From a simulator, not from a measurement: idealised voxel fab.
Process module heading - voxel self aligned vias
Cross-section cut spans 280 nm and uses square cells 5 nm in size.
Cross-section format: a grid of square cells, given as bands from top to bottom; each band is one or more rows of cells. What a band's entry tells you: where the top is and where the bottom is, as heights in nm, and after that what lies inside, material by material from left to right, each with its width in nm. Empty space is written as the word "empty", and a single material marked with the word "throughout" occupies the band from edge to edge. Below 0: as-received wafer, all one material; heights counted from there. Lowest band: no bottom, goes on down, written "top 0, no bottom". The width entry "30 to 40" should be interpreted row by row: the top row of cells in the band takes the first number, the bottom row takes the second number, and the change between adjacent rows is uniform throughout. When a step is marked "identical to before", none of the cells in the cross-section changed during that step. The list in "Sealed internal voids" covers empty spaces of 8 cells or more that cannot reach the top through any open way, and it gives each as width x height at distance; the distance is from the left edge, and width, height and distance are in nm. It should be noted that, on the line of a given step, the content following the step's settings is a remark produced by the simulator itself with respect to that step. "overlay nm", when on a step's line for a step with a mask, measures how far to the right of its planned place the mask lay; a negative measure means to the left.

**Process steps foreseen in the plan**
1. RECEIVE (material Si)
2. CONFORMAL_DEP (material SiO2; thk nm 15)
3. CONFORMAL_DEP (material SiCN; thk nm 5)
4. DIRECTIONAL_DEP (material SiO2; thk nm 30)
5. PATTERN (tone open; mask id LINES; material resist; width nm 30; pitch nm 70; thk nm 20; overlay nm 0)
6. DIRECTIONAL_ETCH (etch materials SiO2; depth nm 20)
7. STRIP (etch materials resist)
8. CONFORMAL_DEP (material TiN; thk nm 5)
9. FILL_DEP (material Ru; thk nm 5)
10. CMP (height nm 50)
11. SELECTIVE_ETCH (etch materials W Ru TiN; depth nm 10)
12. FILL_DEP (material SiN; thk nm 5)
13. CMP (height nm 50)
14. DIRECTIONAL_DEP (material SiO2; thk nm 15)
15. MASKED_ETCH (tone open; mask id VIAS; width nm 50; pitch nm 70; etch materials SiO2; depth nm 15; overlay nm 0)
16. MASKED_ETCH (tone open; mask id VIAS; width nm 50; pitch nm 70; etch materials SiN; depth nm 10; overlay nm 0)
17. CONFORMAL_DEP (material TiN; thk nm 5)
18. FILL_DEP (material Ru; thk nm 5)
19. CMP (height nm 65)
20. CONFORMAL_DEP (material SiN; thk nm 5)
Wafer-to-wafer difference: depth nm, step 6. Common start. Plan = first wafer's value.

**The first of several wafers as received, shown in cross-section; this is its state after step 1**
> top 0, no bottom  Si throughout
> Sealed internal voids: none

**each wafer at the end: cells of each material gained (+) or lost (-) since it was received, then its closed voids**
depth nm 20, +84 Ru, +56 SiCN, +56 SiN, +510 SiO2, +78 TiN, Sealed internal voids: none
depth nm 25, +96 Ru, +56 SiCN, +56 SiN, +492 SiO2, +84 TiN, Sealed internal voids: none
depth nm 30, +108 Ru, +56 SiCN, +56 SiN, +474 SiO2, +90 TiN, Sealed internal voids: none
depth nm 35, +108 Ru, +56 SiCN, +56 SiN, +474 SiO2, +90 TiN, Sealed internal voids: none
depth nm 40, +108 Ru, +56 SiCN, +56 SiN, +474 SiO2, +90 TiN, Sealed internal voids: none
depth nm 45, +108 Ru, +56 SiCN, +56 SiN, +474 SiO2, +90 TiN, Sealed internal voids: none
